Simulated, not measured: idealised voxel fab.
Presented below is a process module, voxel self aligned vias.
Square cell edge 5 nm, section width 295 nm, ID cut.
A cross-section is a grid of square cells, given in bands from the top down. A band is one or more rows of cells.
Quick guide to a band line: top height, bottom height (nm) up front; then every material left to right with its width in nm. Only one material and it's marked "everywhere"? Then it fills the band edge to edge. And "air" just means empty space.
Convention: height 0 is the level below which the wafer, as received, is all one material. The lowest band does not terminate at the bottom but continues downward, represented as "0 -> down".
Width spec "30..40" -> top row of cells at first value, bottom row at second value, equal per-row change in between.
"nothing was modified", as given for a step, is the statement that not any cell of the cross-section underwent a change during that step.
Empty spaces counting at least 8 cells and having no open way to the top are listed in "Completely enclosed voids". The notation width x height at distance is used for each, the distance being from the left edge and all three values in nm.
If you see something after the settings on a step's line, that's the simulator's own remark about that step.
"overlay nm" answers the question of how far to the right of plan the mask lay on a step that has a mask, and when it is negative the answer is to the left.
STEPS PLANNED FOR THE PROCESS
| 1 | RECEIVE | material Si |
| 2 | CONFORMAL_DEP | material SiO2 | thk nm 15 |
| 3 | CONFORMAL_DEP | material SiCN | thk nm 5 |
| 4 | DIRECTIONAL_DEP | material SiO2 | thk nm 30 |
| 5 | PATTERN | tone open | mask id LINES | material resist | width nm 25 | pitch nm 60 | thk nm 20 | overlay nm 0 |
| 6 | DIRECTIONAL_ETCH | etch materials SiO2 | depth nm 30 |
| 7 | STRIP | etch materials resist |
| 8 | CONFORMAL_DEP | material TiN | thk nm 5 |
| 9 | FILL_DEP | material W | thk nm 10 |
| 10 | CMP | height nm 50 |
| 11 | SELECTIVE_ETCH | etch materials W Ru TiN | depth nm 5 |
| 12 | FILL_DEP | material SiN | thk nm 10 |
| 13 | CMP | height nm 50 |
| 14 | DIRECTIONAL_DEP | material SiO2 | thk nm 15 |
| 15 | DIRECTIONAL_DEP | material aC | thk nm 15 |
| 16 | PATTERN | tone open | mask id VIAS | material resist | width nm 35 | pitch nm 60 | thk nm 30 | overlay nm 0 |
| 17 | DIRECTIONAL_ETCH | etch materials aC | depth nm 15 |
| 18 | STRIP | etch materials resist |
| 19 | DIRECTIONAL_ETCH | etch materials SiO2 | depth nm 15 |
| 20 | DIRECTIONAL_ETCH | etch materials SiN | depth nm 5 |
| 21 | STRIP | etch materials aC |
| 22 | CONFORMAL_DEP | material TiN | thk nm 5 |
| 23 | FILL_DEP | material Cu | thk nm 10 |
| 24 | CMP | height nm 65 |
| 25 | CONFORMAL_DEP | material SiN | thk nm 5 |
THIS IS THE CROSS-SECTION OF THE WAFER AS WE RECEIVED IT, I.E. AFTER STEP 1
* 0 -> down: Si everywhere
* Completely enclosed voids: none
AS-PLANNED RUN: CROSS-SECTION OF THE FIRST OF TWO WAFERS AT END OF MODULE
* 70 -> 65: SiN everywhere
* 65 -> 55: SiO2: 70, TiN: 5, Cu: 25, TiN: 5, SiO2: 25, TiN: 5, Cu: 25, TiN: 5, SiO2: 25, TiN: 5, Cu: 25, TiN: 5, SiO2: 70
* 55 -> 50: SiO2: 70, TiN: 10, Cu: 15, TiN: 10, SiO2: 25, TiN: 10, Cu: 15, TiN: 10, SiO2: 25, TiN: 10, Cu: 15, TiN: 10, SiO2: 70
* 50 -> 45: SiO2: 75, TiN: 25, SiO2: 35, TiN: 25, SiO2: 35, TiN: 25, SiO2: 75
* 45 -> 25: SiO2: 75, TiN: 5, W: 15, TiN: 5, SiO2: 35, TiN: 5, W: 15, TiN: 5, SiO2: 35, TiN: 5, W: 15, TiN: 5, SiO2: 75
* 25 -> 20: SiO2: 75, TiN: 25, SiO2: 35, TiN: 25, SiO2: 35, TiN: 25, SiO2: 75
* 20 -> 15: SiCN everywhere
* 15 -> 0: SiO2 everywhere
* 0 -> down: Si everywhere
* Completely enclosed voids: none
SAME START, SAME PLAN AS THE FIRST WAFER - BUT ONE MISTAKE IN THE RUN. CROSS-SECTION OF THE SECOND OF THE TWO AT THE END OF THE MODULE
* 70 -> 65: SiN everywhere
* 65 -> 50: SiO2: 70, TiN: 5, Cu: 25, TiN: 5, SiO2: 25, TiN: 5, Cu: 25, TiN: 5, SiO2: 25, TiN: 5, Cu: 25, TiN: 5, SiO2: 70
* 50 -> 45: SiN: 70, TiN: 35, SiN: 25, TiN: 35, SiN: 25, TiN: 35, SiN: 70
* 45 -> 40: TiN: 80, W: 15, TiN: 45, W: 15, TiN: 45, W: 15, TiN: 80
* 40 -> 15: SiO2: 75, TiN: 5, W: 15, TiN: 5, SiO2: 35, TiN: 5, W: 15, TiN: 5, SiO2: 35, TiN: 5, W: 15, TiN: 5, SiO2: 75
* 15 -> 10: SiO2: 75, TiN: 25, SiO2: 35, TiN: 25, SiO2: 35, TiN: 25, SiO2: 75
* 10 -> 5: SiCN everywhere
* 5 -> 0: SiO2 everywhere
* 0 -> down: Si everywhere
* Completely enclosed voids: none
Diagnosis: contrary to plan, step 2 was performed as CONFORMAL_DEP | material SiO2 | thk nm 5
At the finish, the second wafer shows more or fewer cells for some materials than the first does: 6 more of Cu, 38 more of SiN, 118 fewer of SiO2, 56 more of TiN, 18 more of W
